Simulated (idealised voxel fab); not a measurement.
The following process module bears the name voxel wiring stack.
Displayed cross-section: cut, width of 300 nm, square cells sized 5 nm.
Heads up, the way a cross-section reads in here is a grid of square cells, handed over as bands from the top down, with every band being one or more rows of cells.
Band entry format. Leading values: height of top, height of bottom, nm. Remainder: materials in left-to-right order, each with its width in nm. Special words: "all across" on a single material, which then fills the band edge to edge; "empty", empty space.
Where do heights start? At 0: under that level the wafer as delivered is made of one material only. And the lowest band has no floor; it just carries on downward, as in "z 0 and below".
Width spec "30 to 40" -> top row of cells at first value, bottom row at second value, equal per-row change in between.
Where the words "nothing was modified" appear for a step, the cross-section shows no cell changed by that step; every cell remained as before.
"Closed void entries" - sealed voids, min. 8 cells, no opening to top; format: width x height at distance (distance from left edge; nm throughout).
What comes after the settings on a step's line is commentary from the simulator itself on that step.
overlay nm: on a step with a mask, how far right of its planned place the mask lay; negative means left.

-- These are the steps we planned for the process
1 RECEIVE (material Si)
2 CONFORMAL_DEP (material SiO2; thk nm 10)
3 DIRECTIONAL_DEP (material TiN; thk nm 5)
4 DIRECTIONAL_DEP (material W; thk nm 20)
5 PATTERN (tone cover; mask id METAL_1; material resist; width nm 30; pitch nm 60; thk nm 20; overlay nm 0)
6 DIRECTIONAL_ETCH (etch materials W; depth nm 20)
7 DIRECTIONAL_ETCH (etch materials TiN; depth nm 5)
8 STRIP (etch materials resist)
9 CONFORMAL_DEP (material SiN; thk nm 5)
10 FILL_DEP (material SiO2; thk nm 5)
11 CMP (height nm 35)
12 CONFORMAL_DEP (material SiCN; thk nm 5)
13 DIRECTIONAL_DEP (material SiO2; thk nm 30)
14 MASKED_ETCH (tone open; mask id METAL_2_HOLES; width nm 15; pitch nm 60; etch materials SiO2; depth nm 30; overlay nm 0)
15 PATTERN (tone open; mask id METAL_2; material resist; width nm 30; pitch nm 60; thk nm 15; overlay nm 0)
16 DIRECTIONAL_ETCH (etch materials SiO2; depth nm 15)
17 DIRECTIONAL_ETCH (etch materials SiCN; depth nm 5)
18 STRIP (etch materials resist)
19 CONFORMAL_DEP (material TiN; thk nm 5)
20 FILL_DEP (material Cu; thk nm 10)
21 CMP (height nm 70)
22 CONFORMAL_DEP (material SiCN; thk nm 5)

-- Step 1 complete: cross-section of the wafer as received
- z 0 and below = Si all across
- Closed void entries: none

-- Run as planned - first of the two wafers cross-sectioned at the end of the module
- z 75 to 70 = SiCN all across
- z 70 to 60 = SiO2 75 nm | TiN 5 nm | Cu 20 nm | TiN 5 nm | SiO2 30 nm | TiN 5 nm | Cu 20 nm | TiN 5 nm | SiO2 30 nm | TiN 5 nm | Cu 20 nm | TiN 5 nm | SiO2 75 nm
- z 60 to 55 = SiO2 75 nm | TiN 5 nm | Cu 5 nm | TiN 20 nm | SiO2 30 nm | TiN 5 nm | Cu 5 nm | TiN 20 nm | SiO2 30 nm | TiN 5 nm | Cu 5 nm | TiN 20 nm | SiO2 75 nm
- z 55 to 40 = SiO2 75 nm | TiN 5 nm | Cu 5 nm | TiN 5 nm | SiO2 45 nm | TiN 5 nm | Cu 5 nm | TiN 5 nm | SiO2 45 nm | TiN 5 nm | Cu 5 nm | TiN 5 nm | SiO2 90 nm
- z 40 to 35 = SiCN 75 nm | TiN 15 nm | SiCN 45 nm | TiN 15 nm | SiCN 45 nm | TiN 15 nm | SiCN 90 nm
- z 35 to 15 = SiO2 70 nm | SiN 5 nm | W 30 nm | SiN 5 nm | SiO2 20 nm | SiN 5 nm | W 30 nm | SiN 5 nm | SiO2 20 nm | SiN 5 nm | W 30 nm | SiN 5 nm | SiO2 70 nm
- z 15 to 10 = SiN 75 nm | TiN 30 nm | SiN 30 nm | TiN 30 nm | SiN 30 nm | TiN 30 nm | SiN 75 nm
- z 10 to 0 = SiO2 all across
- z 0 and below = Si all across
- Closed void entries: none

-- Here's the second of our two wafers sectioned at module end. Same start as the first, same plan, but one mistake got made running it
- z 75 to 70 = SiCN all across
- z 70 to 60 = Cu all across
- z 60 to 55 = Cu 70 nm | TiN 25 nm | Cu 35 nm | TiN 25 nm | Cu 35 nm | TiN 25 nm | Cu 85 nm
- z 55 to 45 = Cu 70 nm | TiN 5 nm | SiO2 15 nm | TiN 5 nm | Cu 35 nm | TiN 5 nm | SiO2 15 nm | TiN 5 nm | Cu 35 nm | TiN 5 nm | SiO2 15 nm | TiN 5 nm | Cu 85 nm
- z 45 to 40 = TiN 75 nm | SiO2 15 nm | TiN 5 nm | Cu 5 nm | TiN 35 nm | SiO2 15 nm | TiN 5 nm | Cu 5 nm | TiN 35 nm | SiO2 15 nm | TiN 5 nm | Cu 5 nm | TiN 80 nm
- z 40 to 35 = SiCN 90 nm | TiN 15 nm | SiCN 45 nm | TiN 15 nm | SiCN 45 nm | TiN 15 nm | SiCN 75 nm
- z 35 to 15 = SiO2 70 nm | SiN 5 nm | W 30 nm | SiN 5 nm | SiO2 20 nm | SiN 5 nm | W 30 nm | SiN 5 nm | SiO2 20 nm | SiN 5 nm | W 30 nm | SiN 5 nm | SiO2 70 nm
- z 15 to 10 = SiN 75 nm | TiN 30 nm | SiN 30 nm | TiN 30 nm | SiN 30 nm | TiN 30 nm | SiN 75 nm
- z 10 to 0 = SiO2 all across
- z 0 and below = Si all across
- Closed void entries: none
Short version of what went wrong: step 14 was processed under conditions differing from the plan, specifically as MASKED_ETCH (tone cover; mask id METAL_2_HOLES; width nm 15; pitch nm 60; etch materials SiO2; depth nm 30; overlay nm 0)
Per the end-of-run cell counts, the second wafer holds more or fewer of some materials than the first: +222 Cu | -252 SiO2 | +30 TiN
